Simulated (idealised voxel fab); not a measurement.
Title: Process Module voxel spacer lines
In the cross-section labelled cut, the width is 245 nm and each square cell is 5 nm.
Just so we're on the same page, the cross-sections are grids of square cells, and they're listed out in bands top to bottom, each band one or more rows deep. The entry gives the band's vertical extent as a top height and a bottom height in nm, then its horizontal make-up as materials from left to right, each with a width in nm. "empty" stands for empty space; a single material marked "edge to edge" fills the band edge to edge. For the purposes of this specification, 0 denotes the height below which the wafer in its as-received condition is composed wholly of one material, and the lowermost band, lacking a lower limit, extends downward without end, as expressed in "0 nm and below". Graded width ("30 to 40"): value in top row of band = first number; value in bottom row = second number; row-to-row change constant. "everything unchanged", as given for a step, is the statement that not any cell of the cross-section underwent a change during that step. So "Unvented cavities" is basically the list of trapped voids: any empty space of 8 cells or more that can't reach the top through an opening. They're written width x height at distance, the distance being from the left edge, and it's all nm. It should be noted that, on the line of a given step, the content following the step's settings is a remark produced by the simulator itself with respect to that step. overlay nm: how far to the right of its planned place the mask lay on this masked step (negative: to the left).
PROCESS STEPS - PLAN
1. RECEIVE, material Si
2. CONFORMAL_DEP, material Al2O3, thk nm 5
3. DIRECTIONAL_DEP, material W, thk nm 20
4. DIRECTIONAL_DEP, material aC, thk nm 25
5. PATTERN, tone cover, mask id MANDREL, material resist, width nm 25, pitch nm 70, thk nm 30, overlay nm 0
6. DIRECTIONAL_ETCH, etch materials aC, depth nm 25
7. STRIP, etch materials resist
8. CONFORMAL_DEP, material SiO2, thk nm 10
9. DIRECTIONAL_ETCH, etch materials SiO2, depth nm 10
10. STRIP, etch materials aC
11. DIRECTIONAL_ETCH, etch materials W, depth nm 20
12. STRIP, etch materials SiO2
CROSS-SECTION OF THE WAFER AT RECEIPT, WHICH IS THE CONDITION AFTER STEP 1
- 0 nm and below | Si edge to edge
- Unvented cavities: none
THE FOLLOWING CROSS-SECTION DEPICTS THE WAFER UPON CONCLUSION OF THE MODULE. PROCESSING COMMENCED FROM THE STARTING CONDITION ILLUSTRATED ABOVE AND ADHERED TO THE PLAN ILLUSTRATED ABOVE, SAVE FOR ONE MISTAKE IN EXECUTION
- 25 nm to 5 nm | empty=65; W=10; empty=30; W=10; empty=20; W=10; empty=30; W=10; empty=60
- 5 nm to 0 nm | Al2O3 edge to edge
- 0 nm and below | Si edge to edge
- Unvented cavities: none
Plan not followed: note that step 5 departed from the planned setting and was carried out as PATTERN, tone cover, mask id MANDREL, material resist, width nm 30, pitch nm 70, thk nm 30, overlay nm 0
